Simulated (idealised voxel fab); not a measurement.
The document below concerns the process module designated voxel wiring stack.
cross-section cut | 215 nm wide | cells 5 nm
Square cells in a grid make up a cross-section in this document, and the grid is given as bands, listed from the top down, each one or more rows of cells.
It is stipulated that each band's entry specify, in nanometres, the height of the top of the band and then that of its bottom, followed by the materials of the band in left-to-right sequence, each together with its width in nanometres. A single material marked by the word "everywhere" is understood to fill the band from edge to edge; the word "air" is understood to denote empty space.
Basically, 0 is our baseline, since under it the wafer straight out of the box is all one material. The bottom band has no lower end and keeps on going down, so it looks like "0 down".
Think of "30->40" as a width that walks from the first number to the second as you go down the band, top row to bottom row, taking equal-sized steps from row to row.
Reading "remained the same" for a step: not a cell of the cross-section changed in it.
For the entry "Closed void list", the listed items are empty spaces with no open way to the top whose size is 8 cells or more; each item follows the pattern width x height at distance, where distance is from the left edge and all three are in nm.
Note: text after step settings on the step line = simulator remark on that step.
On any step carrying a mask, the "overlay nm" setting, if present on the step's line, tells how far right of its planned place the mask lay; negative values point to the left.

Process steps - plan
| 1 | RECEIVE, material Si |
| 2 | CONFORMAL_DEP, material SiO2, thk nm 10 |
| 3 | DIRECTIONAL_DEP, material TiN, thk nm 5 |
| 4 | DIRECTIONAL_DEP, material Ru, thk nm 15 |
| 5 | MASKED_ETCH, tone cover, mask id METAL_1, width nm 25, pitch nm 50, etch materials Ru, depth nm 15, overlay nm 0 |
| 6 | MASKED_ETCH, tone cover, mask id METAL_1, width nm 25, pitch nm 50, etch materials TiN, depth nm 5, overlay nm 0 |
| 7 | FILL_DEP, material lowk, thk nm 5 |
| 8 | CMP, height nm 30 |
| 9 | CONFORMAL_DEP, material SiCN, thk nm 5 |
| 10 | DIRECTIONAL_DEP, material SiO2, thk nm 15 |
| 11 | PATTERN, tone open, mask id PLUG_1, material resist, width nm 15, thk nm 15, overlay nm 0 |
| 12 | DIRECTIONAL_ETCH, etch materials SiO2, depth nm 15 |
| 13 | DIRECTIONAL_ETCH, etch materials SiCN, depth nm 5 |
| 14 | STRIP, etch materials resist |
| 15 | EPI, material Ru, thk nm 10 |
| 16 | EPI, material Ru, thk nm 10 |
| 17 | DIRECTIONAL_DEP, material TiN, thk nm 5 |
| 18 | DIRECTIONAL_DEP, material Ru, thk nm 20 |
| 19 | DIRECTIONAL_DEP, material aC, thk nm 15 |
| 20 | PATTERN, tone cover, mask id METAL_2, material resist, width nm 25, pitch nm 50, thk nm 35, overlay nm 0 |
| 21 | DIRECTIONAL_ETCH, etch materials aC, depth nm 15 |
| 22 | STRIP, etch materials resist |
| 23 | DIRECTIONAL_ETCH, etch materials Ru, depth nm 20 |
| 24 | DIRECTIONAL_ETCH, etch materials TiN, depth nm 5 |
| 25 | STRIP, etch materials aC |
| 26 | CONFORMAL_DEP, material SiN, thk nm 5 |
| 27 | FILL_DEP, material SiO2, thk nm 5 |
| 28 | CMP, height nm 75 |
| 29 | CONFORMAL_DEP, material SiCN, thk nm 5 |
| 30 | DIRECTIONAL_DEP, material lowk, thk nm 10 |
| 31 | MASKED_ETCH, tone open, mask id PLUG_2, width nm 15, pitch nm 50, etch materials lowk, depth nm 10, overlay nm 0 |
| 32 | MASKED_ETCH, tone open, mask id PLUG_2, width nm 15, pitch nm 50, etch materials SiCN, depth nm 5, overlay nm 0 |
| 33 | CONFORMAL_DEP, material TiN, thk nm 5 |
| 34 | FILL_DEP, material Ru, thk nm 10 |
| 35 | CMP, height nm 90 |
| 36 | CONFORMAL_DEP, material SiCN, thk nm 5 |
| 37 | DIRECTIONAL_DEP, material SiO2, thk nm 20 |
| 38 | PATTERN, tone open, mask id METAL_3, material resist, width nm 25, pitch nm 50, thk nm 15, overlay nm 0 |
| 39 | DIRECTIONAL_ETCH, etch materials SiO2, depth nm 20 |
| 40 | DIRECTIONAL_ETCH, etch materials SiCN, depth nm 5 |
| 41 | STRIP, etch materials resist |
| 42 | CONFORMAL_DEP, material TiN, thk nm 5 |
| 43 | FILL_DEP, material W, thk nm 10 |
| 44 | CMP, height nm 115 |
| 45 | EPI, material Ru, thk nm 5 |
| 46 | FILL_DEP, material SiCN, thk nm 5 |
| 47 | DIRECTIONAL_DEP, material lowk, thk nm 30 |
| 48 | DIRECTIONAL_DEP, material aC, thk nm 10 |
| 49 | PATTERN, tone open, mask id METAL_4_HOLES, material resist, width nm 15, thk nm 30, overlay nm 0 |
| 50 | DIRECTIONAL_ETCH, etch materials aC, depth nm 10 |
| 51 | STRIP, etch materials resist |
| 52 | DIRECTIONAL_ETCH, etch materials lowk, depth nm 30 |
| 53 | STRIP, etch materials aC |
| 54 | DIRECTIONAL_DEP, material aC, thk nm 10 |
| 55 | PATTERN, tone open, mask id METAL_4, material resist, width nm 25, pitch nm 50, thk nm 25, overlay nm 0 |
| 56 | DIRECTIONAL_ETCH, etch materials aC, depth nm 10 |
| 57 | STRIP, etch materials resist |
| 58 | DIRECTIONAL_ETCH, etch materials lowk, depth nm 15 |
| 59 | DIRECTIONAL_ETCH, etch materials SiCN, depth nm 5 |
| 60 | STRIP, etch materials aC |
| 61 | CONFORMAL_DEP, material TiN, thk nm 5 |
| 62 | FILL_DEP, material Cu, thk nm 5 |
| 63 | CMP, height nm 155 |
| 64 | CONFORMAL_DEP, material SiN, thk nm 5 |

Received-state cross-section, reflecting completion of step 1
> 0 down = Si everywhere
> Closed void list: none

Here's the cross-section of the first of our two wafers at the end of the module - it ran as planned
> 160 to 155 = SiN everywhere
> 155 to 145 = lowk 70 nm | TiN 5 nm | Cu 15 nm | TiN 5 nm | lowk 25 nm | TiN 5 nm | Cu 15 nm | TiN 5 nm | lowk 70 nm
> 145 to 140 = lowk 70 nm | TiN 5 nm | Cu 5 nm | TiN 15 nm | lowk 25 nm | TiN 25 nm | lowk 70 nm
> 140 to 125 = lowk 70 nm | TiN 5 nm | Cu 5 nm | TiN 5 nm | lowk 130 nm
> 125 to 120 = SiCN 70 nm | TiN 15 nm | SiCN 130 nm
> 120 to 115 = SiCN 65 nm | Ru 35 nm | SiCN 15 nm | Ru 35 nm | SiCN 65 nm
> 115 to 95 = SiO2 70 nm | TiN 5 nm | W 15 nm | TiN 5 nm | SiO2 25 nm | TiN 5 nm | W 15 nm | TiN 5 nm | SiO2 70 nm
> 95 to 90 = SiCN 70 nm | TiN 25 nm | SiCN 25 nm | TiN 25 nm | SiCN 70 nm
> 90 to 80 = lowk 70 nm | TiN 5 nm | Ru 5 nm | TiN 5 nm | lowk 35 nm | TiN 5 nm | Ru 5 nm | TiN 5 nm | lowk 80 nm
> 80 to 75 = SiCN 70 nm | TiN 15 nm | SiCN 35 nm | TiN 15 nm | SiCN 80 nm
> 75 to 55 = SiO2 65 nm | SiN 5 nm | Ru 25 nm | SiN 5 nm | SiO2 15 nm | SiN 5 nm | Ru 25 nm | SiN 5 nm | SiO2 65 nm
> 55 to 50 = SiN 70 nm | TiN 25 nm | SiN 25 nm | TiN 25 nm | SiN 70 nm
> 50 to 35 = SiO2 70 nm | Ru 15 nm | SiO2 130 nm
> 35 to 30 = SiCN 70 nm | Ru 15 nm | SiCN 130 nm
> 30 to 15 = lowk 70 nm | Ru 25 nm | lowk 25 nm | Ru 25 nm | lowk 70 nm
> 15 to 10 = lowk 70 nm | TiN 25 nm | lowk 25 nm | TiN 25 nm | lowk 70 nm
> 10 to 0 = SiO2 everywhere
> 0 down = Si everywhere
> Closed void list: none

Cross-section at end of module for the second wafer of two, which matched the first in starting point and plan and differed by one mistake in its processing
> 160 to 155 = SiN everywhere
> 155 to 145 = lowk 70 nm | TiN 5 nm | Cu 15 nm | TiN 5 nm | lowk 25 nm | TiN 5 nm | Cu 15 nm | TiN 5 nm | lowk 70 nm
> 145 to 140 = lowk 70 nm | TiN 5 nm | Cu 5 nm | TiN 15 nm | lowk 25 nm | TiN 25 nm | lowk 70 nm
> 140 to 125 = lowk 70 nm | TiN 5 nm | Cu 5 nm | TiN 5 nm | lowk 130 nm
> 125 to 120 = SiCN 70 nm | TiN 15 nm | SiCN 130 nm
> 120 to 115 = SiCN 65 nm | Ru 35 nm | SiCN 15 nm | Ru 35 nm | SiCN 65 nm
> 115 to 110 = SiCN 70 nm | TiN 25 nm | SiCN 25 nm | TiN 25 nm | SiCN 70 nm
> 110 to 90 = SiO2 everywhere
> 90 to 80 = lowk 70 nm | TiN 5 nm | Ru 5 nm | TiN 5 nm | lowk 35 nm | TiN 5 nm | Ru 5 nm | TiN 5 nm | lowk 80 nm
> 80 to 75 = SiCN 70 nm | TiN 15 nm | SiCN 35 nm | TiN 15 nm | SiCN 80 nm
> 75 to 55 = SiO2 65 nm | SiN 5 nm | Ru 25 nm | SiN 5 nm | SiO2 15 nm | SiN 5 nm | Ru 25 nm | SiN 5 nm | SiO2 65 nm
> 55 to 50 = SiN 70 nm | TiN 25 nm | SiN 25 nm | TiN 25 nm | SiN 70 nm
> 50 to 35 = SiO2 70 nm | Ru 15 nm | SiO2 130 nm
> 35 to 30 = SiCN 70 nm | Ru 15 nm | SiCN 130 nm
> 30 to 15 = lowk 70 nm | Ru 25 nm | lowk 25 nm | Ru 25 nm | lowk 70 nm
> 15 to 10 = lowk 70 nm | TiN 25 nm | lowk 25 nm | TiN 25 nm | lowk 70 nm
> 10 to 0 = SiO2 everywhere
> 0 down = Si everywhere
> Closed void list: none
Against the plan, the run slipped here: steps 36 and 37 of the plan were each performed in the slot designated for the other
Wafer comparison, final, in cells, second relative to first, materials more or fewer: +40 SiO2 | -16 TiN | -24 W
